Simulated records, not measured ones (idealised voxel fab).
You're looking at the process module voxel transistor to metal.
The figure presents cross-section cut, which has a width of 295 nm and is divided into square cells with an edge length of 5 nm.
Cross-section format: a grid of square cells, given as bands from top to bottom; each band is one or more rows of cells.
Within each band entry, the heights of the top and of the bottom of the band appear first, in that order and in nm; the materials of the band then follow from left to right, each with its corresponding width in nm. The designation "all across" on a single material indicates that it fills the band from edge to edge; the designation "blank" indicates empty space.
Measure heights from 0. That's the level where, below it, the as-received wafer is all one material. The lowest band is bottomless and extends downward; write it as in "z 0 and below".
A width given as "30 to 40" starts at the first number in the band's top row and ends at the second number in its bottom row, shifting by an equal amount at every step from row to row.
Key: "nothing was modified" - step with no changed cell in the cross-section.
Under "Sealed internal voids" you'll find the enclosed gaps, the ones with no way out to the top, that are 8 cells or bigger; each reads width x height at distance, with distance counted from the left edge, everything in nm.
Past the settings on a step's line: simulator remark, on that step.
overlay nm: mask right of planned place by this much (step with mask). Neg. = left.
**Steps in the process plan**
| 1 | RECEIVE | material Si |
| 2 | CONFORMAL_DEP | material SiO2 | thk nm 5 |
| 3 | CONFORMAL_DEP | material SiN | thk nm 15 |
| 4 | PATTERN | tone cover | mask id ACTIVE | material resist | width nm 105 | pitch nm 130 | thk nm 20 | overlay nm 0 |
| 5 | DIRECTIONAL_ETCH | etch materials SiN | depth nm 15 |
| 6 | DIRECTIONAL_ETCH | etch materials SiO2 | depth nm 5 |
| 7 | DIRECTIONAL_ETCH | etch materials Si | depth nm 30 |
| 8 | STRIP | etch materials resist |
| 9 | OXIDIZE | depth nm 5 |
| 10 | FILL_DEP | material SiO2 | thk nm 15 |
| 11 | CMP | height nm 20 |
| 12 | SELECTIVE_ETCH | etch materials SiO2 | depth nm 15 |
| 13 | STRIP | etch materials SiN |
| 14 | SELECTIVE_ETCH | etch materials SiO2 | depth nm 5 |
| 15 | OXIDIZE | depth nm 5 |
| 16 | DIRECTIONAL_DEP | material polySi | thk nm 25 |
| 17 | DIRECTIONAL_DEP | material SiCN | thk nm 15 |
| 18 | DIRECTIONAL_DEP | material aC | thk nm 10 |
| 19 | PATTERN | tone cover | mask id GATE | material resist | width nm 25 | pitch nm 130 | thk nm 25 | overlay nm 0 |
| 20 | DIRECTIONAL_ETCH | etch materials aC | depth nm 10 |
| 21 | STRIP | etch materials resist |
| 22 | DIRECTIONAL_ETCH | etch materials SiCN | depth nm 25 |
| 23 | DIRECTIONAL_ETCH | etch materials polySi | depth nm 35 |
| 24 | STRIP | etch materials aC |
| 25 | CONFORMAL_DEP | material SiN | thk nm 5 |
| 26 | DIRECTIONAL_ETCH | etch materials SiN | depth nm 5 |
| 27 | DIRECTIONAL_ETCH | etch materials SiO2 | depth nm 5 |
| 28 | DIRECTIONAL_ETCH | etch materials Si | depth nm 10 |
| 29 | EPI | material nSi | thk nm 15 |
| 30 | FILL_DEP | material SiO2 | thk nm 5 |
| 31 | CMP | height nm 40 |
| 32 | DIRECTIONAL_DEP | material SiO2 | thk nm 10 |
| 33 | PATTERN | tone open | mask id CONTACT | material resist | width nm 30 | pitch nm 65 | thk nm 15 | overlay nm 0 |
| 34 | DIRECTIONAL_ETCH | etch materials SiO2 | depth nm 50 |
| 35 | STRIP | etch materials resist |
| 36 | CONFORMAL_DEP | material TiN | thk nm 5 |
| 37 | FILL_DEP | material W | thk nm 5 |
| 38 | CMP | height nm 50 |
| 39 | DIRECTIONAL_DEP | material TiN | thk nm 5 |
| 40 | DIRECTIONAL_DEP | material Ru | thk nm 15 |
| 41 | MASKED_ETCH | tone cover | mask id METAL_1 | width nm 15 | etch materials Ru | depth nm 15 | overlay nm 0 |
| 42 | MASKED_ETCH | tone cover | mask id METAL_1 | width nm 15 | etch materials TiN | depth nm 5 | overlay nm 0 |
| 43 | CONFORMAL_DEP | material SiN | thk nm 5 |
| 44 | FILL_DEP | material SiO2 | thk nm 5 |
| 45 | CMP | height nm 70 |
| 46 | CONFORMAL_DEP | material SiCN | thk nm 5 |
| 47 | DIRECTIONAL_DEP | material SiO2 | thk nm 25 |
| 48 | DIRECTIONAL_DEP | material aC | thk nm 10 |
| 49 | PATTERN | tone open | mask id METAL_2 | material resist | width nm 15 | pitch nm 130 | thk nm 30 | overlay nm 0 |
| 50 | DIRECTIONAL_ETCH | etch materials aC | depth nm 10 |
| 51 | STRIP | etch materials resist |
| 52 | DIRECTIONAL_ETCH | etch materials SiO2 | depth nm 15 |
| 53 | STRIP | etch materials aC |
| 54 | MASKED_ETCH | tone open | mask id METAL_2_HOLES | width nm 15 | pitch nm 130 | etch materials SiO2 | depth nm 10 | overlay nm 0 |
| 55 | MASKED_ETCH | tone open | mask id METAL_2_HOLES | width nm 15 | pitch nm 130 | etch materials SiCN | depth nm 5 | overlay nm 0 |
| 56 | CONFORMAL_DEP | material TiN | thk nm 5 |
| 57 | FILL_DEP | material Ru | thk nm 10 |
| 58 | CMP | height nm 90 |
| 59 | CONFORMAL_DEP | material SiN | thk nm 5 |
Where the wafers of this document differ is in the height nm of step 58; they start out the same, and the plan states the value that applied to the first wafer.
**The first of several wafers in cross-section, exactly as it reached us after step 1**
    z 0 and below: Si all across
    Sealed internal voids: none
**Cross-section, first of several wafers, end of module, after last step 59**
    z 95 to 90: SiN all across
    z 90 to 75: SiO2: 35, TiN: 5, Ru: 5, TiN: 5, SiO2: 115, TiN: 5, Ru: 5, TiN: 5, SiO2: 115
    z 75 to 70: SiCN: 35, TiN: 15, SiCN: 115, TiN: 15, SiCN: 115
    z 70 to 55: SiO2: 30, SiN: 5, Ru: 15, SiN: 5, SiO2: 55, SiN: 5, Ru: 15, SiN: 5, SiO2: 25, SiN: 5, Ru: 15, SiN: 5, SiO2: 55, SiN: 5, Ru: 15, SiN: 5, SiO2: 30
    z 55 to 50: SiN: 35, TiN: 15, SiN: 65, TiN: 15, SiN: 35, TiN: 15, SiN: 65, TiN: 15, SiN: 35
    z 50 to 40: SiO2: 35, TiN: 5, W: 20, TiN: 5, SiO2: 35, TiN: 5, W: 20, TiN: 5, SiO2: 35, TiN: 5, W: 20, TiN: 5, SiO2: 35, TiN: 5, W: 20, TiN: 5, SiO2: 35
    z 40 to 25: SiO2: 35, TiN: 5, W: 20, TiN: 5, SiN: 5, SiCN: 25, SiN: 5, TiN: 5, W: 20, TiN: 5, SiO2: 35, TiN: 5, W: 20, TiN: 5, SiN: 5, SiCN: 25, SiN: 5, TiN: 5, W: 20, TiN: 5, SiO2: 35
    z 25 to 15: SiO2: 35, TiN: 5, W: 20, TiN: 5, SiN: 5, polySi: 25, SiN: 5, TiN: 5, W: 20, TiN: 5, SiO2: 35, TiN: 5, W: 20, TiN: 5, SiN: 5, polySi: 25, SiN: 5, TiN: 5, W: 20, TiN: 5, SiO2: 35
    z 15 to 10: SiO2: 35, TiN: 5, W: 5, TiN: 20, SiN: 5, polySi: 25, SiN: 5, TiN: 20, W: 5, TiN: 5, SiO2: 35, TiN: 5, W: 5, TiN: 20, SiN: 5, polySi: 25, SiN: 5, TiN: 20, W: 5, TiN: 5, SiO2: 35
    z 10 to 5: SiO2: 35, TiN: 5, W: 5, TiN: 5, nSi: 15, SiN: 5, polySi: 25, SiN: 5, nSi: 15, TiN: 5, W: 5, TiN: 5, SiO2: 35, TiN: 5, W: 5, TiN: 5, nSi: 15, SiN: 5, polySi: 25, SiN: 5, nSi: 15, TiN: 5, W: 5, TiN: 5, SiO2: 35
    z 5 to 0: SiO2: 35, TiN: 15, nSi: 15, SiN: 5, polySi: 25, SiN: 5, nSi: 15, TiN: 15, SiO2: 35, TiN: 15, nSi: 15, SiN: 5, polySi: 25, SiN: 5, nSi: 15, TiN: 15, SiO2: 35
    z 0 to -5: SiO2: 30, nSi: 35, SiO2: 35, nSi: 35, SiO2: 25, nSi: 35, SiO2: 35, nSi: 35, SiO2: 30
    z -5 to -15: SiO2: 35, nSi: 30, Si: 35, nSi: 30, SiO2: 35, nSi: 30, Si: 35, nSi: 30, SiO2: 35
    z -15 to -35: SiO2: 35, Si: 95, SiO2: 35, Si: 95, SiO2: 35
    z -35 and below: Si all across
    Sealed internal voids: none
**last wafer at the end**
    z 120 to 115: SiN all across
    z 115 to 105: Ru all across
    z 105 to 100: TiN: 40, Ru: 5, TiN: 125, Ru: 5, TiN: 120
    z 100 to 75: SiO2: 35, TiN: 5, Ru: 5, TiN: 5, SiO2: 115, TiN: 5, Ru: 5, TiN: 5, SiO2: 115
    z 75 to 70: SiCN: 35, TiN: 15, SiCN: 115, TiN: 15, SiCN: 115
    z 70 to 55: SiO2: 30, SiN: 5, Ru: 15, SiN: 5, SiO2: 55, SiN: 5, Ru: 15, SiN: 5, SiO2: 25, SiN: 5, Ru: 15, SiN: 5, SiO2: 55, SiN: 5, Ru: 15, SiN: 5, SiO2: 30
    z 55 to 50: SiN: 35, TiN: 15, SiN: 65, TiN: 15, SiN: 35, TiN: 15, SiN: 65, TiN: 15, SiN: 35
    z 50 to 40: SiO2: 35, TiN: 5, W: 20, TiN: 5, SiO2: 35, TiN: 5, W: 20, TiN: 5, SiO2: 35, TiN: 5, W: 20, TiN: 5, SiO2: 35, TiN: 5, W: 20, TiN: 5, SiO2: 35
    z 40 to 25: SiO2: 35, TiN: 5, W: 20, TiN: 5, SiN: 5, SiCN: 25, SiN: 5, TiN: 5, W: 20, TiN: 5, SiO2: 35, TiN: 5, W: 20, TiN: 5, SiN: 5, SiCN: 25, SiN: 5, TiN: 5, W: 20, TiN: 5, SiO2: 35
    z 25 to 15: SiO2: 35, TiN: 5, W: 20, TiN: 5, SiN: 5, polySi: 25, SiN: 5, TiN: 5, W: 20, TiN: 5, SiO2: 35, TiN: 5, W: 20, TiN: 5, SiN: 5, polySi: 25, SiN: 5, TiN: 5, W: 20, TiN: 5, SiO2: 35
    z 15 to 10: SiO2: 35, TiN: 5, W: 5, TiN: 20, SiN: 5, polySi: 25, SiN: 5, TiN: 20, W: 5, TiN: 5, SiO2: 35, TiN: 5, W: 5, TiN: 20, SiN: 5, polySi: 25, SiN: 5, TiN: 20, W: 5, TiN: 5, SiO2: 35
    z 10 to 5: SiO2: 35, TiN: 5, W: 5, TiN: 5, nSi: 15, SiN: 5, polySi: 25, SiN: 5, nSi: 15, TiN: 5, W: 5, TiN: 5, SiO2: 35, TiN: 5, W: 5, TiN: 5, nSi: 15, SiN: 5, polySi: 25, SiN: 5, nSi: 15, TiN: 5, W: 5, TiN: 5, SiO2: 35
    z 5 to 0: SiO2: 35, TiN: 15, nSi: 15, SiN: 5, polySi: 25, SiN: 5, nSi: 15, TiN: 15, SiO2: 35, TiN: 15, nSi: 15, SiN: 5, polySi: 25, SiN: 5, nSi: 15, TiN: 15, SiO2: 35
    z 0 to -5: SiO2: 30, nSi: 35, SiO2: 35, nSi: 35, SiO2: 25, nSi: 35, SiO2: 35, nSi: 35, SiO2: 30
    z -5 to -15: SiO2: 35, nSi: 30, Si: 35, nSi: 30, SiO2: 35, nSi: 30, Si: 35, nSi: 30, SiO2: 35
    z -15 to -35: SiO2: 35, Si: 95, SiO2: 35, Si: 95, SiO2: 35
    z -35 and below: Si all across
    Sealed internal voids: none
**Heads up, this table goes wafer by wafer. A row tells you, at the end of the module, how many cells of each material that wafer has put on (+) or dropped (-) since it was received, and then its closed voids**
height nm 90; +42 Ru; -233 Si; +83 SiCN; +162 SiN; +671 SiO2; +126 TiN; +120 W; +100 nSi; +50 polySi; Sealed internal voids: none
height nm 95; +44 Ru; -233 Si; +83 SiCN; +162 SiN; +724 SiO2; +130 TiN; +120 W; +100 nSi; +50 polySi; Sealed internal voids: none
height nm 100; +46 Ru; -233 Si; +83 SiCN; +162 SiN; +777 SiO2; +134 TiN; +120 W; +100 nSi; +50 polySi; Sealed internal voids: none
height nm 105; +48 Ru; -233 Si; +83 SiCN; +162 SiN; +777 SiO2; +191 TiN; +120 W; +100 nSi; +50 polySi; Sealed internal voids: none
height nm 110; +107 Ru; -233 Si; +83 SiCN; +162 SiN; +777 SiO2; +191 TiN; +120 W; +100 nSi; +50 polySi; Sealed internal voids: none
height nm 115; +166 Ru; -233 Si; +83 SiCN; +162 SiN; +777 SiO2; +191 TiN; +120 W; +100 nSi; +50 polySi; Sealed internal voids: none
